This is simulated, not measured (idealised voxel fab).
process module | voxel released beams
cross-section cut | 260 nm wide | cells 5 nm
A cross-section is a grid of square cells, given in bands from the top down. A band is one or more rows of cells.
Each band's line starts with the height of the band's top and of its bottom, in nm. Then come its materials from left to right, each with its width in nm. One material with "throughout" fills the band from edge to edge. "air" is empty space.
Height 0 is the level under which the wafer as received is all one material. The lowest band goes on downwards, as in "0 down".
A width such as "30 to 40" changes by the same amount from each row of cells to the next, from the band's top row to its bottom row.
"no change" after a step means that no cell of the cross-section changed.
closed voids: empty space of 8 cells or more with no open way to the top, each as width x height at its distance from the left edge, in nm
after a step's settings: what the simulator itself notes on the step
overlay nm, on a step with a mask: how far to the right of its planned place the mask lay; to the left if negative
plan
1 op RECEIVE | material Si
2 op CONFORMAL_DEP | material SiN | thk nm 10
3 op DIRECTIONAL_DEP | material SiO2 | thk nm 10
4 op MASKED_ETCH | tone open | mask id ANCHOR | width nm 40 | etch materials SiO2 | depth nm 10 | overlay nm 0
5 op CONFORMAL_DEP | material TiN | thk nm 15
6 op DIRECTIONAL_DEP | material aC | thk nm 15
7 op PATTERN | tone cover | mask id BEAM | material resist | width nm 110 | thk nm 30 | overlay nm 0
8 op DIRECTIONAL_ETCH | etch materials aC | depth nm 15
9 op STRIP | etch materials resist
10 op DIRECTIONAL_ETCH | etch materials TiN | depth nm 15
11 op STRIP | etch materials aC
12 op STRIP | etch materials SiO2
first wafer, as planned
as received, after step 1
  0 down: Si throughout
  closed voids: none
after step 2
  10 to 0: SiN throughout
  below 0: unchanged
after step 3
  20 to 10: SiO2 throughout
  below 10: unchanged
after step 4
  20 to 10: SiO2 75 | air 40 | SiO2 145
  below 10: unchanged
after step 5
  35 to 25: TiN 90 | air 10 | TiN 160
  25 to 20: TiN throughout
  20 to 10: SiO2 75 | TiN 40 | SiO2 145
  below 10: unchanged
after step 6
  50 to 40: aC 90 | air 10 | aC 160
  40 to 35: aC throughout
  35 to 25: TiN 90 | aC 10 | TiN 160
  below 25: unchanged
after step 7
  80 to 50: air 70 | resist 110 | air 80
  50 to 40: aC 90 | resist 10 | aC 160
  below 40: unchanged
after step 8
  65 to 50: air 70 | resist 110 | air 80
  50 to 40: air 70 | aC 20 | resist 10 | aC 80 | air 80
  40 to 35: air 70 | aC 110 | air 80
  below 35: unchanged
after step 9
  50 to 40: air 70 | aC 20 | air 10 | aC 80 | air 80
  below 40: unchanged
after step 10
  50 to 40: air 70 | aC 20 | air 10 | aC 80 | air 80
  40 to 35: air 70 | aC 110 | air 80
  35 to 25: air 70 | TiN 20 | aC 10 | TiN 80 | air 80
  25 to 20: air 70 | TiN 110 | air 80
  below 20: unchanged
after step 11
  35 to 25: air 70 | TiN 20 | air 10 | TiN 80 | air 80
  below 25: unchanged
after step 12
  35 to 25: air 70 | TiN 20 | air 10 | TiN 80 | air 80
  25 to 20: air 70 | TiN 110 | air 80
  20 to 10: air 75 | TiN 40 | air 145
  below 10: unchanged
second wafer: like start, like plan, one mistake. Through step 2 it matches the first wafer
when step 3 should have ended: no change
when step 4 should have ended: no change
when step 5 should have ended
  25 to 10: TiN throughout
  below 10: unchanged
when step 6 should have ended
  40 to 25: aC throughout
  below 25: unchanged
when step 7 should have ended
  70 to 40: air 70 | resist 110 | air 80
  below 40: unchanged
when step 8 should have ended
  55 to 40: air 70 | resist 110 | air 80
  40 to 25: air 70 | aC 110 | air 80
  below 25: unchanged
when step 9 should have ended
  40 to 25: air 70 | aC 110 | air 80
  below 25: unchanged
when step 10 should have ended
  40 to 25: air 70 | aC 110 | air 80
  25 to 10: air 70 | TiN 110 | air 80
  below 10: unchanged
when step 11 should have ended
  25 to 10: air 70 | TiN 110 | air 80
  below 10: unchanged
when step 12 should have ended: no change
what went wrong: step 3 was left out
at the end the second wafer has, in cells: 12 fewer of TiN
